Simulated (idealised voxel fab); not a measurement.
This section sets out a process module, namely voxel gate over fins.
For reference, the cross-section in this document is cut, with width 145 nm and square cells of 5 nm.
Cross-sections here: square-cell grids, written as top-down lists of bands, a band being one or more rows of cells.
Each band's line starts with the height of the band's top and of its bottom, in nm. Then come its materials from left to right, each with its width in nm. One material with "full width" fills the band from edge to edge. "blank" is empty space.
Heads up on the height convention: 0 is the point under which the incoming wafer is all one material, and the lowest band has no bottom, it just keeps going down, like "top 0, no bottom".
The two numbers in a width such as "30..40" mark its ends across the band: the first belongs to the top row of cells, the second to the bottom row, and from each row to the next the width moves by the same amount.
Basically "nothing altered" means that step didn't change any cell in the cross-section.
The entry "Sealed void listing" lists the empty spaces that cover at least 8 cells and have no open path to the top. Each is written as width x height at distance, where the distance is measured from the left edge and all three values are in nm.
It should be noted that, on the line of a given step, the content following the step's settings is a remark produced by the simulator itself with respect to that step.
A step's line can hold "overlay nm"; with a mask on that step, the setting says how far right of the planned place the mask lay, while a negative setting says it lay to the left.
## List of planned process steps
1: RECEIVE [material Si]
2: CONFORMAL_DEP [material SiN] [thk nm 5]
3: MASKED_ETCH [tone cover] [mask id FINS] [width nm 15] [pitch nm 35] [etch materials SiN] [depth nm 5] [overlay nm 0]
4: MASKED_ETCH [tone cover] [mask id FINS] [width nm 15] [pitch nm 35] [etch materials Si] [depth nm 30] [overlay nm -15]
5: FILL_DEP [material SiO2] [thk nm 10]
6: CMP [height nm 5]
7: SELECTIVE_ETCH [etch materials SiO2] [depth nm 20]
8: STRIP [etch materials SiN]
9: CONFORMAL_DEP [material HfO2] [thk nm 5]
10: CONFORMAL_DEP [material TiN] [thk nm 5]
11: CONFORMAL_DEP [material TiAl] [thk nm 5]
12: CONFORMAL_DEP [material TiN] [thk nm 5]
13: FILL_DEP [material W] [thk nm 10]
14: CMP [height nm 25]
15: CONFORMAL_DEP [material SiN] [thk nm 5]
Keep in mind the plan's value for the overlay nm of step 4 comes from the first wafer; the wafers don't share that setting, but they do share the same starting point.
## The first of several wafers in cross-section, exactly as it reached us after step 1
	top 0, no bottom = Si full width
	Sealed void listing: none
## Every row in this table is a wafer at the end of the module, and it gives, for each of the materials, the cells that wafer has gained (+) or lost (-) since it was received, then its closed voids
overlay nm -15; +38 HfO2; -102 Si; +29 SiN; +51 SiO2; +35 TiAl; +70 TiN; +53 W; Sealed void listing: none
overlay nm -10; +41 HfO2; -114 Si; +29 SiN; +57 SiO2; +35 TiAl; +70 TiN; +56 W; Sealed void listing: none
overlay nm -5; +41 HfO2; -126 Si; +29 SiN; +63 SiO2; +35 TiAl; +73 TiN; +59 W; Sealed void listing: none
overlay nm 0; +41 HfO2; -138 Si; +29 SiN; +69 SiO2; +35 TiAl; +76 TiN; +62 W; Sealed void listing: none
overlay nm 5; +41 HfO2; -126 Si; +29 SiN; +63 SiO2; +35 TiAl; +73 TiN; +59 W; Sealed void listing: none
overlay nm 10; +41 HfO2; -114 Si; +29 SiN; +57 SiO2; +35 TiAl; +70 TiN; +56 W; Sealed void listing: none
overlay nm 15; +38 HfO2; -102 Si; +29 SiN; +51 SiO2; +35 TiAl; +70 TiN; +53 W; Sealed void listing: none
